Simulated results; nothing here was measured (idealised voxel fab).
Process module name: voxel wiring stack
The width of the displayed cross-section, cut, is 180 nm; its cells are square, with a size of 5 nm.
If you're reading a cross-section in this doc, picture square cells in a grid; it comes to you as bands, top ones listed first down to the bottom, and a band can be one or more rows of cells.
Within each band entry, the heights of the top and of the bottom of the band appear first, in that order and in nm; the materials of the band then follow from left to right, each with its corresponding width in nm. The designation "everywhere" on a single material indicates that it fills the band from edge to edge; the designation "empty" indicates empty space.
For the purposes of this specification, 0 denotes the height below which the wafer in its as-received condition is composed wholly of one material, and the lowermost band, lacking a lower limit, extends downward without end, as expressed in "0 nm and below".
Read "30->40" as a graded width: first number on top, second number at the bottom, same change between each pair of neighbouring rows.
"no modification" (step): cross-section cells unchanged, all of them.
Enclosed voids: empty space of 8 cells or more with no open way to the top, each as width x height at its distance from the left edge, in nm
Read whatever lies past the settings on a step's line as the simulator's own remark about the step.
overlay nm: on a step with a mask, how far right of its planned place the mask lay; negative means left.
Plan:
1: RECEIVE, material Si
2: CONFORMAL_DEP, material SiO2, thk nm 15
3: DIRECTIONAL_DEP, material TiN, thk nm 5
4: DIRECTIONAL_DEP, material W, thk nm 20
5: PATTERN, tone cover, mask id METAL_1, material resist, width nm 15, pitch nm 45, thk nm 15, overlay nm 0
6: DIRECTIONAL_ETCH, etch materials W, depth nm 20
7: DIRECTIONAL_ETCH, etch materials TiN, depth nm 5
8: STRIP, etch materials resist
9: CONFORMAL_DEP, material SiCN, thk nm 5
10: FILL_DEP, material SiO2, thk nm 5
11: CMP, height nm 40
12: CONFORMAL_DEP, material SiCN, thk nm 5
13: DIRECTIONAL_DEP, material lowk, thk nm 25
14: MASKED_ETCH, tone open, mask id METAL_2, width nm 20, pitch nm 45, etch materials lowk, depth nm 15, overlay nm 0
15: PATTERN, tone open, mask id METAL_2_HOLES, material resist, width nm 15, thk nm 20, overlay nm 0
16: DIRECTIONAL_ETCH, etch materials lowk, depth nm 10
17: DIRECTIONAL_ETCH, etch materials SiCN, depth nm 5
18: STRIP, etch materials resist
19: CONFORMAL_DEP, material TiN, thk nm 5
20: FILL_DEP, material Cu, thk nm 5
21: CMP, height nm 70
22: CONFORMAL_DEP, material SiN, thk nm 5
The wafers in this document start out alike and differ in the width nm applied at step 5; the plan shows the value used for the first wafer.
Cross-section of the first of several wafers as received (after step 1):
  0 nm and below = Si everywhere
  Enclosed voids: none
Module end state after final step 22: cross-section of the first of several wafers:
  75 nm to 70 nm = SiN everywhere
  70 nm to 60 nm = lowk=55, TiN=5, Cu=10, TiN=5, lowk=25, TiN=5, Cu=10, TiN=5, lowk=60
  60 nm to 55 nm = lowk=55, TiN=5, Cu=5, TiN=10, lowk=25, TiN=20, lowk=60
  55 nm to 45 nm = lowk=55, TiN=5, Cu=5, TiN=5, lowk=110
  45 nm to 40 nm = SiCN=55, TiN=15, SiCN=110
  40 nm to 20 nm = SiO2=55, SiCN=5, W=15, SiCN=5, SiO2=20, SiCN=5, W=15, SiCN=5, SiO2=55
  20 nm to 15 nm = SiCN=60, TiN=15, SiCN=30, TiN=15, SiCN=60
  15 nm to 0 nm = SiO2 everywhere
  0 nm and below = Si everywhere
  Enclosed voids: none
The final wafer, sectioned at module end:
  75 nm to 70 nm = SiN everywhere
  70 nm to 60 nm = lowk=55, TiN=5, Cu=10, TiN=5, lowk=25, TiN=5, Cu=10, TiN=5, lowk=60
  60 nm to 55 nm = lowk=55, TiN=5, Cu=5, TiN=10, lowk=25, TiN=20, lowk=60
  55 nm to 45 nm = lowk=55, TiN=5, Cu=5, TiN=5, lowk=110
  45 nm to 40 nm = SiCN=55, TiN=15, SiCN=110
  40 nm to 20 nm = SiO2=45, SiCN=5, W=30, SiCN=5, SiO2=5, SiCN=5, W=30, SiCN=5, SiO2=50
  20 nm to 15 nm = SiCN=50, TiN=30, SiCN=15, TiN=30, SiCN=55
  15 nm to 0 nm = SiO2 everywhere
  0 nm and below = Si everywhere
  Enclosed voids: none
Rows = wafers. At module end, each row lists per material the cells gained (+) or lost (-) since the wafer was received, then the closed voids:
width nm 15 | +11 Cu | +79 SiCN | +36 SiN | +212 SiO2 | +28 TiN | +24 W | +150 lowk | Enclosed voids: none
width nm 20 | +11 Cu | +77 SiCN | +36 SiN | +204 SiO2 | +30 TiN | +32 W | +150 lowk | Enclosed voids: none
width nm 25 | +11 Cu | +75 SiCN | +36 SiN | +196 SiO2 | +32 TiN | +40 W | +150 lowk | Enclosed voids: none
width nm 30 | +11 Cu | +73 SiCN | +36 SiN | +188 SiO2 | +34 TiN | +48 W | +150 lowk | Enclosed voids: none
